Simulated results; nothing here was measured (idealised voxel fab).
process module | voxel spacer lines
cross-section cut | 295 nm wide | cells 5 nm
A cross-section is a grid of square cells, given in bands from the top down. A band is one or more rows of cells.
Each band's line starts with the height of the band's top and of its bottom, in nm. Then come its materials from left to right, each with its width in nm. One material with "throughout" fills the band from edge to edge. "air" is empty space.
Height 0 is the level under which the wafer as received is all one material. The lowest band goes on downwards, as in "0 down".
A width such as "30 to 40" changes by the same amount from each row of cells to the next, from the band's top row to its bottom row.
"no change" after a step means that no cell of the cross-section changed.
closed voids: empty space of 8 cells or more with no open way to the top, each as width x height at its distance from the left edge, in nm
after a step's settings: what the simulator itself notes on the step
overlay nm, on a step with a mask: how far to the right of its planned place the mask lay; to the left if negative
plan
1 op RECEIVE | material Si
2 op CONFORMAL_DEP | material Al2O3 | thk nm 5
3 op DIRECTIONAL_DEP | material polySi | thk nm 10
4 op DIRECTIONAL_DEP | material aC | thk nm 25
5 op PATTERN | tone cover | mask id MANDREL | material resist | width nm 20 | pitch nm 60 | thk nm 35 | overlay nm 0
6 op DIRECTIONAL_ETCH | etch materials aC | depth nm 25
7 op STRIP | etch materials resist
8 op CONFORMAL_DEP | material SiO2 | thk nm 10
9 op DIRECTIONAL_ETCH | etch materials SiO2 | depth nm 10
10 op STRIP | etch materials aC
11 op DIRECTIONAL_ETCH | etch materials polySi | depth nm 10
12 op STRIP | etch materials SiO2
13 op FILL_DEP | material lowk | thk nm 5
14 op CMP | height nm 15
first wafer, as planned
as received, after step 1
  0 down: Si throughout
  closed voids: none
after step 2
  5 to 0: Al2O3 throughout
  below 0: unchanged
after step 3
  15 to 5: polySi throughout
  below 5: unchanged
after step 4
  40 to 15: aC throughout
  below 15: unchanged
after step 5
  75 to 40: air 75 | resist 20 | air 40 | resist 20 | air 40 | resist 20 | air 80
  below 40: unchanged
after step 6
  50 to 40: air 75 | resist 20 | air 40 | resist 20 | air 40 | resist 20 | air 80
  40 to 15: air 75 | aC 20 | air 40 | aC 20 | air 40 | aC 20 | air 80
  below 15: unchanged
after step 7
  40 to 15: air 75 | aC 20 | air 40 | aC 20 | air 40 | aC 20 | air 80
  below 15: unchanged
after step 8
  50 to 40: air 65 | SiO2 40 | air 20 | SiO2 40 | air 20 | SiO2 40 | air 70
  40 to 25: air 65 | SiO2 10 | aC 20 | SiO2 10 | air 20 | SiO2 10 | aC 20 | SiO2 10 | air 20 | SiO2 10 | aC 20 | SiO2 10 | air 70
  25 to 15: SiO2 75 | aC 20 | SiO2 40 | aC 20 | SiO2 40 | aC 20 | SiO2 80
  below 15: unchanged
after step 9
  40 to 15: air 65 | SiO2 10 | aC 20 | SiO2 10 | air 20 | SiO2 10 | aC 20 | SiO2 10 | air 20 | SiO2 10 | aC 20 | SiO2 10 | air 70
  below 15: unchanged
after step 10
  40 to 15: air 65 | SiO2 10 | air 20 | SiO2 10 | air 20 | SiO2 10 | air 20 | SiO2 10 | air 20 | SiO2 10 | air 20 | SiO2 10 | air 70
  below 15: unchanged
after step 11
  40 to 15: air 65 | SiO2 10 | air 20 | SiO2 10 | air 20 | SiO2 10 | air 20 | SiO2 10 | air 20 | SiO2 10 | air 20 | SiO2 10 | air 70
  15 to 5: air 65 | polySi 10 | air 20 | polySi 10 | air 20 | polySi 10 | air 20 | polySi 10 | air 20 | polySi 10 | air 20 | polySi 10 | air 70
  below 5: unchanged
after step 12
  15 to 5: air 65 | polySi 10 | air 20 | polySi 10 | air 20 | polySi 10 | air 20 | polySi 10 | air 20 | polySi 10 | air 20 | polySi 10 | air 70
  below 5: unchanged
after step 13
  20 to 15: lowk throughout
  15 to 5: lowk 65 | polySi 10 | lowk 20 | polySi 10 | lowk 20 | polySi 10 | lowk 20 | polySi 10 | lowk 20 | polySi 10 | lowk 20 | polySi 10 | lowk 70
  below 5: unchanged
after step 14
  15 to 5: lowk 65 | polySi 10 | lowk 20 | polySi 10 | lowk 20 | polySi 10 | lowk 20 | polySi 10 | lowk 20 | polySi 10 | lowk 20 | polySi 10 | lowk 70
  below 5: unchanged
second wafer: like start, like plan, one mistake. Through step 4 it matches the first wafer
when step 5 should have ended
  75 to 40: air 80 | resist 15 | air 45 | resist 15 | air 45 | resist 15 | air 80
  below 40: unchanged
when step 6 should have ended
  50 to 40: air 80 | resist 15 | air 45 | resist 15 | air 45 | resist 15 | air 80
  40 to 15: air 80 | aC 15 | air 45 | aC 15 | air 45 | aC 15 | air 80
  below 15: unchanged
when step 7 should have ended
  40 to 15: air 80 | aC 15 | air 45 | aC 15 | air 45 | aC 15 | air 80
  below 15: unchanged
when step 8 should have ended
  50 to 40: air 70 | SiO2 35 | air 25 | SiO2 35 | air 25 | SiO2 35 | air 70
  40 to 25: air 70 | SiO2 10 | aC 15 | SiO2 10 | air 25 | SiO2 10 | aC 15 | SiO2 10 | air 25 | SiO2 10 | aC 15 | SiO2 10 | air 70
  25 to 15: SiO2 80 | aC 15 | SiO2 45 | aC 15 | SiO2 45 | aC 15 | SiO2 80
  below 15: unchanged
when step 9 should have ended
  40 to 15: air 70 | SiO2 10 | aC 15 | SiO2 10 | air 25 | SiO2 10 | aC 15 | SiO2 10 | air 25 | SiO2 10 | aC 15 | SiO2 10 | air 70
  below 15: unchanged
when step 10 should have ended
  40 to 15: air 70 | SiO2 10 | air 15 | SiO2 10 | air 25 | SiO2 10 | air 15 | SiO2 10 | air 25 | SiO2 10 | air 15 | SiO2 10 | air 70
  below 15: unchanged
when step 11 should have ended
  40 to 15: air 70 | SiO2 10 | air 15 | SiO2 10 | air 25 | SiO2 10 | air 15 | SiO2 10 | air 25 | SiO2 10 | air 15 | SiO2 10 | air 70
  15 to 5: air 70 | polySi 10 | air 15 | polySi 10 | air 25 | polySi 10 | air 15 | polySi 10 | air 25 | polySi 10 | air 15 | polySi 10 | air 70
  below 5: unchanged
when step 12 should have ended
  15 to 5: air 70 | polySi 10 | air 15 | polySi 10 | air 25 | polySi 10 | air 15 | polySi 10 | air 25 | polySi 10 | air 15 | polySi 10 | air 70
  below 5: unchanged
when step 13 should have ended
  20 to 15: lowk throughout
  15 to 5: lowk 70 | polySi 10 | lowk 15 | polySi 10 | lowk 25 | polySi 10 | lowk 15 | polySi 10 | lowk 25 | polySi 10 | lowk 15 | polySi 10 | lowk 70
  below 5: unchanged
when step 14 should have ended
  15 to 5: lowk 70 | polySi 10 | lowk 15 | polySi 10 | lowk 25 | polySi 10 | lowk 15 | polySi 10 | lowk 25 | polySi 10 | lowk 15 | polySi 10 | lowk 70
  below 5: unchanged
what went wrong: step 5 ran as: op PATTERN | tone cover | mask id MANDREL | material resist | width nm 15 | pitch nm 60 | thk nm 35 | overlay nm 0
at the end the second wafer has, in cells: as many of each material as the first, in other places
